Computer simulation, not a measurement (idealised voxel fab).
Process module name: voxel air gaps
Cross-section cut: width 175 nm, square cells of 5 nm.
When this document writes out a cross-section, it uses a grid of square cells and lists it as bands, beginning at the top and moving down, with a band standing for one or more rows of cells.
Quick guide to a band line: top height, bottom height (nm) up front; then every material left to right with its width in nm. Only one material and it's marked "all across"? Then it fills the band edge to edge. And "air" just means empty space.
For the purposes of this specification, 0 denotes the height below which the wafer in its as-received condition is composed wholly of one material, and the lowermost band, lacking a lower limit, extends downward without end, as expressed in "z 0 and below".
A two-number width, for instance "30->40", indicates that the width is equal to the first number in the top row of the band and to the second number in the bottom row, and that it changes by a constant amount per row of cells.
For the purposes of this document, the phrase "nothing was modified" attached to a step denotes that no cell within the cross-section was modified by that step.
Look at "Voids, sealed" for the closed voids: empty spaces with no open path to the top, sized 8 cells or up. Each is width x height at distance, distance from the left edge, all nm.
On a step's line, text after the settings is the simulator commenting on that step.
overlay nm: where the mask lay relative to plan, measured to the right, on steps with a mask; negatives go left.
## The planned process steps are enumerated hereunder
step 1: RECEIVE (material Si)
step 2: CONFORMAL_DEP (material SiO2; thk nm 10)
step 3: CONFORMAL_DEP (material SiCN; thk nm 5)
step 4: DIRECTIONAL_DEP (material lowk; thk nm 40)
step 5: DIRECTIONAL_DEP (material aC; thk nm 15)
step 6: PATTERN (tone open; mask id LINES; material resist; width nm 15; pitch nm 40; thk nm 30; overlay nm 0)
step 7: DIRECTIONAL_ETCH (etch materials aC; depth nm 15)
step 8: STRIP (etch materials resist)
step 9: DIRECTIONAL_ETCH (etch materials lowk; depth nm 40)
step 10: STRIP (etch materials aC)
step 11: CONFORMAL_DEP (material TiN; thk nm 5)
step 12: FILL_DEP (material W; thk nm 5)
step 13: CMP (height nm 55)
step 14: EPI (material Ru; thk nm 10)
step 15: SELECTIVE_ETCH (etch materials lowk; depth nm 50)
step 16: CONFORMAL_DEP (material SiCN; thk nm 5)
## Cross-section: wafer on arrival = after step 1
    z 0 and below | Si all across
    Voids, sealed: none
## Wafer cross-section at module end: first of two, run to plan
    z 70 to 65 | 5 of air, 165 of SiCN, 5 of air
    z 65 to 55 | 5 of air, 5 of SiCN, 35 of Ru, 5 of SiCN, 35 of Ru, 5 of SiCN, 35 of Ru, 5 of SiCN, 35 of Ru, 5 of SiCN, 5 of air
    z 55 to 50 | 5 of air, 15 of SiCN, 5 of TiN, 5 of W, 5 of TiN, 25 of SiCN, 5 of TiN, 5 of W, 5 of TiN, 25 of SiCN, 5 of TiN, 5 of W, 5 of TiN, 25 of SiCN, 5 of TiN, 5 of W, 5 of TiN, 15 of SiCN, 5 of air
    z 50 to 20 | 15 of air, 5 of SiCN, 5 of TiN, 5 of W, 5 of TiN, 5 of SiCN, 15 of air, 5 of SiCN, 5 of TiN, 5 of W, 5 of TiN, 5 of SiCN, 15 of air, 5 of SiCN, 5 of TiN, 5 of W, 5 of TiN, 5 of SiCN, 15 of air, 5 of SiCN, 5 of TiN, 5 of W, 5 of TiN, 5 of SiCN, 15 of air
    z 20 to 15 | 20 of SiCN, 15 of TiN, 25 of SiCN, 15 of TiN, 25 of SiCN, 15 of TiN, 25 of SiCN, 15 of TiN, 20 of SiCN
    z 15 to 10 | SiCN all across
    z 10 to 0 | SiO2 all across
    z 0 and below | Si all across
    Voids, sealed: 15 x 30 at 40; 15 x 30 at 80; 15 x 30 at 120
## Wafer two cross-section, module end. Start and plan unchanged from wafer one; one mistake made during the run
    z 70 to 65 | SiCN all across
    z 65 to 55 | Ru all across
    z 55 to 20 | 15 of W, 5 of TiN, 15 of lowk, 5 of TiN, 15 of W, 5 of TiN, 15 of lowk, 5 of TiN, 15 of W, 5 of TiN, 15 of lowk, 5 of TiN, 15 of W, 5 of TiN, 15 of lowk, 5 of TiN, 15 of W
    z 20 to 15 | 20 of TiN, 15 of lowk, 25 of TiN, 15 of lowk, 25 of TiN, 15 of lowk, 25 of TiN, 15 of lowk, 20 of TiN
    z 15 to 10 | SiCN all across
    z 10 to 0 | SiO2 all across
    z 0 and below | Si all across
    Voids, sealed: none
What went wrong in running the wafer? for step 6, the planned setting was not used; the step was instead run as PATTERN (tone cover; mask id LINES; material resist; width nm 15; pitch nm 40; thk nm 30; overlay nm 0)
Per the end-of-run cell counts, the second wafer holds more or fewer of some materials than the first: 14 more of Ru, 100 fewer of SiCN, 11 more of TiN, 77 more of W, 96 more of lowk
Upon completion, the first wafer exhibits 3 closed voids and the second wafer exhibits 0.
